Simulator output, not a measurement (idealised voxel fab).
Documented hereafter: the process module known as voxel ribs on slabs.
This is section cut - it's 260 nm across, gridded in 5 nm square cells.
How to read a cross-section here: the picture is a grid of square cells, written as bands going from the top down, and any band can span one or more rows of cells. Look at the band entry: it leads with the top's height and the bottom's height in nm. Then it lists the materials left to right, with a width in nm for each. The word "throughout" on a single material says that material fills the band edge to edge. The word "empty" is empty space. Measure heights from 0. That's the level where, below it, the as-received wafer is all one material. The lowest band is bottomless and extends downward; write it as in "0 and below". So if you see something like "30->40" for the width, read it as the top row of the band sitting at the first number and the bottom row at the second, with every row in between moving by the same amount as the last. Where a step carries "same as before", the cross-section came out of it unchanged, cell for cell. Empty spaces counting at least 8 cells and having no open way to the top are listed in "Sealed void inventory". The notation width x height at distance is used for each, the distance being from the left edge and all three values in nm. Post-settings text on a step line: simulator's own remark regarding the step. A step's line can hold "overlay nm"; with a mask on that step, the setting says how far right of the planned place the mask lay, while a negative setting says it lay to the left.
Planned process steps
step 1: RECEIVE | material Si
step 2: DIRECTIONAL_DEP | material SiO2 | thk nm 25
step 3: DIRECTIONAL_DEP | material SiN | thk nm 20
step 4: DIRECTIONAL_DEP | material aC | thk nm 15
step 5: PATTERN | tone cover | mask id RIB | material resist | width nm 25 | thk nm 30 | overlay nm 0
step 6: DIRECTIONAL_ETCH | etch materials aC | depth nm 15
step 7: STRIP | etch materials resist
step 8: DIRECTIONAL_ETCH | etch materials SiN | depth nm 15
step 9: STRIP | etch materials aC
step 10: DIRECTIONAL_DEP | material aC | thk nm 10
step 11: PATTERN | tone cover | mask id SLAB | material resist | width nm 75 | thk nm 30 | overlay nm 0
step 12: DIRECTIONAL_ETCH | etch materials aC | depth nm 10
step 13: STRIP | etch materials resist
step 14: DIRECTIONAL_ETCH | etch materials SiN | depth nm 5
step 15: STRIP | etch materials aC
step 16: FILL_DEP | material SiO2 | thk nm 25
step 17: CMP | height nm 65
step 18: DIRECTIONAL_DEP | material TiN | thk nm 10
step 19: MASKED_ETCH | tone cover | mask id HEATER | width nm 35 | etch materials TiN | depth nm 10 | overlay nm 0
step 20: CONFORMAL_DEP | material SiO2 | thk nm 5
Here's what the wafer looked like in cross-section when it arrived - that's after step 1
    0 and below: Si throughout
    Sealed void inventory: none
Figure: cross-sectional view of the wafer upon completion of the module, processed from the initial state and according to the plan depicted above, with one error introduced during execution
    75 down to 70: empty 105, SiO2 45, empty 110
    70 down to 65: empty 105, SiO2 5, TiN 35, SiO2 5, empty 110
    65 down to 60: SiO2 110, TiN 35, SiO2 115
    60 down to 45: SiO2 throughout
    45 down to 30: SiO2 115, SiN 25, SiO2 120
    30 down to 25: SiO2 90, SiN 75, SiO2 95
    25 down to 0: SiO2 throughout
    0 and below: Si throughout
    Sealed void inventory: none
Misprocessing identified: step 17 did not use the planned setting and instead ran as CMP | height nm 60
